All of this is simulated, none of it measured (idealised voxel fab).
A process module follows: voxel transistor to metal.
Xsec cut, 165 nm wide, square cell size 5 nm.
This document writes a cross-section as a grid whose cells are square, and gives it as bands, listed from the top down; one or more rows of cells form a band. Each band's line starts with the height of the band's top and of its bottom, in nm. Then come its materials from left to right, each with its width in nm. One material with "all across" fills the band from edge to edge. "blank" is empty space. The level at which height equals 0 is the one under which the wafer, as it arrives, is entirely one material. No lower edge exists for the bottom band, which continues downward and is notated as in "from 0 down". Width spec "30 to 40" -> top row of cells at first value, bottom row at second value, equal per-row change in between. "nothing got changed" means the step left every cell of the cross-section as it was. "Fully sealed voids" enumerates empty spaces isolated from the top, with no open way to it, that contain at least 8 cells, giving each as width x height at distance from the left edge, all three in nm. That trailing text on a step's line, after the settings, is the simulator's own remark on the step. The line of a step may include "overlay nm". On a step with a mask, this value is how far to the right of its planned place the mask lay. A negative value means the mask lay to the left.

The process steps that were planned are listed below:
step 1: RECEIVE [material Si]
step 2: CONFORMAL_DEP [material SiO2] [thk nm 5]
step 3: CONFORMAL_DEP [material SiN] [thk nm 10]
step 4: MASKED_ETCH [tone cover] [mask id ACTIVE] [width nm 110] [etch materials SiN] [depth nm 10] [overlay nm 0]
step 5: MASKED_ETCH [tone cover] [mask id ACTIVE] [width nm 110] [etch materials SiO2] [depth nm 5] [overlay nm 0]
step 6: MASKED_ETCH [tone cover] [mask id ACTIVE] [width nm 110] [etch materials Si] [depth nm 35] [overlay nm 0]
step 7: FILL_DEP [material SiO2] [thk nm 15]
step 8: CMP [height nm 15]
step 9: SELECTIVE_ETCH [etch materials SiO2] [depth nm 10]
step 10: STRIP [etch materials SiN]
step 11: SELECTIVE_ETCH [etch materials SiO2] [depth nm 5]
step 12: OXIDIZE [depth nm 5]
step 13: DIRECTIONAL_DEP [material polySi] [thk nm 25]
step 14: DIRECTIONAL_DEP [material SiCN] [thk nm 10]
step 15: DIRECTIONAL_DEP [material aC] [thk nm 15]
step 16: PATTERN [tone cover] [mask id GATE] [material resist] [width nm 20] [thk nm 30] [overlay nm 0]
step 17: DIRECTIONAL_ETCH [etch materials aC] [depth nm 15]
step 18: STRIP [etch materials resist]
step 19: DIRECTIONAL_ETCH [etch materials SiCN] [depth nm 20]
step 20: DIRECTIONAL_ETCH [etch materials polySi] [depth nm 35]
step 21: STRIP [etch materials aC]
step 22: CONFORMAL_DEP [material SiO2] [thk nm 5]
step 23: DIRECTIONAL_ETCH [etch materials SiO2] [depth nm 5]
step 24: CONFORMAL_DEP [material SiN] [thk nm 5]
step 25: DIRECTIONAL_ETCH [etch materials SiN] [depth nm 5]
step 26: DIRECTIONAL_ETCH [etch materials SiO2] [depth nm 5]
step 27: DIRECTIONAL_ETCH [etch materials Si] [depth nm 10]
step 28: EPI [material nSi] [thk nm 15]
step 29: FILL_DEP [material SiO2] [thk nm 5]
step 30: CMP [height nm 35]
step 31: DIRECTIONAL_DEP [material SiO2] [thk nm 10]
step 32: PATTERN [tone open] [mask id CONTACT] [material resist] [width nm 35] [pitch nm 65] [thk nm 20] [overlay nm 0]
step 33: DIRECTIONAL_ETCH [etch materials SiO2] [depth nm 45]
step 34: STRIP [etch materials resist]
step 35: CONFORMAL_DEP [material TiN] [thk nm 5]
step 36: FILL_DEP [material Ru] [thk nm 10]
step 37: CMP [height nm 45]
step 38: CONFORMAL_DEP [material SiN] [thk nm 5]
step 39: DIRECTIONAL_DEP [material lowk] [thk nm 20]
step 40: PATTERN [tone open] [mask id METAL_1] [material resist] [width nm 20] [pitch nm 80] [thk nm 15] [overlay nm 0]
step 41: DIRECTIONAL_ETCH [etch materials lowk] [depth nm 20]
step 42: DIRECTIONAL_ETCH [etch materials SiN] [depth nm 5]
step 43: STRIP [etch materials resist]
step 44: CONFORMAL_DEP [material TiN] [thk nm 5]
step 45: FILL_DEP [material W] [thk nm 5]
step 46: CMP [height nm 70]
step 47: CONFORMAL_DEP [material SiCN] [thk nm 5]

Incoming wafer in cross-section (state: after step 1):
> from 0 down: Si all across
> Fully sealed voids: none

Cross-section taken at module completion on the first of two wafers; processed per the plan:
> from 75 to 70: SiCN all across
> from 70 to 50: lowk 30 nm, TiN 5 nm, W 10 nm, TiN 5 nm, lowk 60 nm, TiN 5 nm, W 10 nm, TiN 5 nm, lowk 35 nm
> from 50 to 45: SiN 30 nm, TiN 20 nm, SiN 60 nm, TiN 20 nm, SiN 35 nm
> from 45 to 35: SiO2 30 nm, TiN 5 nm, Ru 25 to 20 nm, TiN 5 to 10 nm, SiO2 30 nm, TiN 5 to 10 nm, Ru 25 to 20 nm, TiN 5 nm, SiO2 35 nm
> from 35 to 25: SiO2 30 nm, TiN 5 nm, Ru 20 nm, TiN 5 nm, SiN 5 nm, SiO2 5 nm, SiCN 20 nm, SiO2 5 nm, SiN 5 nm, TiN 5 nm, Ru 20 nm, TiN 5 nm, SiO2 35 nm
> from 25 to 15: SiO2 30 nm, TiN 5 nm, Ru 20 nm, TiN 5 nm, SiN 5 nm, SiO2 5 nm, polySi 20 nm, SiO2 5 nm, SiN 5 nm, TiN 5 nm, Ru 20 nm, TiN 5 nm, SiO2 35 nm
> from 15 to 10: SiO2 30 nm, TiN 5 nm, Ru 5 nm, TiN 20 nm, SiN 5 nm, SiO2 5 nm, polySi 20 nm, SiO2 5 nm, SiN 5 nm, TiN 20 nm, Ru 5 nm, TiN 5 nm, SiO2 35 nm
> from 10 to 5: SiO2 30 nm, TiN 5 nm, Ru 5 nm, TiN 5 nm, nSi 15 nm, SiN 5 nm, SiO2 5 nm, polySi 20 nm, SiO2 5 nm, SiN 5 nm, nSi 15 nm, TiN 5 nm, Ru 5 nm, TiN 5 nm, SiO2 35 nm
> from 5 to 0: SiO2 30 nm, TiN 15 nm, nSi 15 nm, SiN 5 nm, SiO2 5 nm, polySi 20 nm, SiO2 5 nm, SiN 5 nm, nSi 15 nm, TiN 15 nm, SiO2 35 nm
> from 0 to -5: SiO2 20 nm, nSi 40 nm, SiO2 40 nm, nSi 40 nm, SiO2 25 nm
> from -5 to -15: SiO2 25 nm, nSi 35 nm, Si 40 nm, nSi 35 nm, SiO2 30 nm
> from -15 to -35: SiO2 25 nm, Si 110 nm, SiO2 30 nm
> from -35 down: Si all across
> Fully sealed voids: none

Cross-sectional view: second of two wafers, end of module; start and plan identical to the first, one mistake in running:
> from 75 to 70: SiCN all across
> from 70 to 50: lowk 30 nm, TiN 5 nm, W 10 nm, TiN 5 nm, lowk 60 nm, TiN 5 nm, W 10 nm, TiN 5 nm, lowk 35 nm
> from 50 to 45: SiN 30 nm, TiN 20 nm, SiN 60 nm, TiN 20 nm, SiN 35 nm
> from 45 to 40: SiO2 30 nm, TiN 5 nm, Ru 25 nm, TiN 5 nm, SiO2 30 nm, TiN 5 nm, Ru 25 nm, TiN 5 nm, SiO2 35 nm
> from 40 to 35: SiO2 30 nm, TiN 35 nm, SiO2 30 nm, TiN 35 nm, SiO2 35 nm
> from 35 to 25: SiCN 70 nm, SiO2 5 nm, SiN 10 nm, SiO2 5 nm, SiCN 75 nm
> from 25 to 0: polySi 70 nm, SiO2 5 nm, SiN 10 nm, SiO2 5 nm, polySi 75 nm
> from 0 to -5: SiO2 all across
> from -5 to -35: SiO2 25 nm, Si 110 nm, SiO2 30 nm
> from -35 down: Si all across
> Fully sealed voids: none
Where did the run depart from the plan? note that step 16 departed from the planned setting and was carried out as PATTERN [tone open] [mask id GATE] [material resist] [width nm 20] [thk nm 30] [overlay nm 0]
Final cells, second wafer relative to first, materials higher or lower: 44 fewer of Ru, 28 more of Si, 50 more of SiCN, 75 fewer of SiO2, 28 fewer of TiN, 56 fewer of nSi, 125 more of polySi
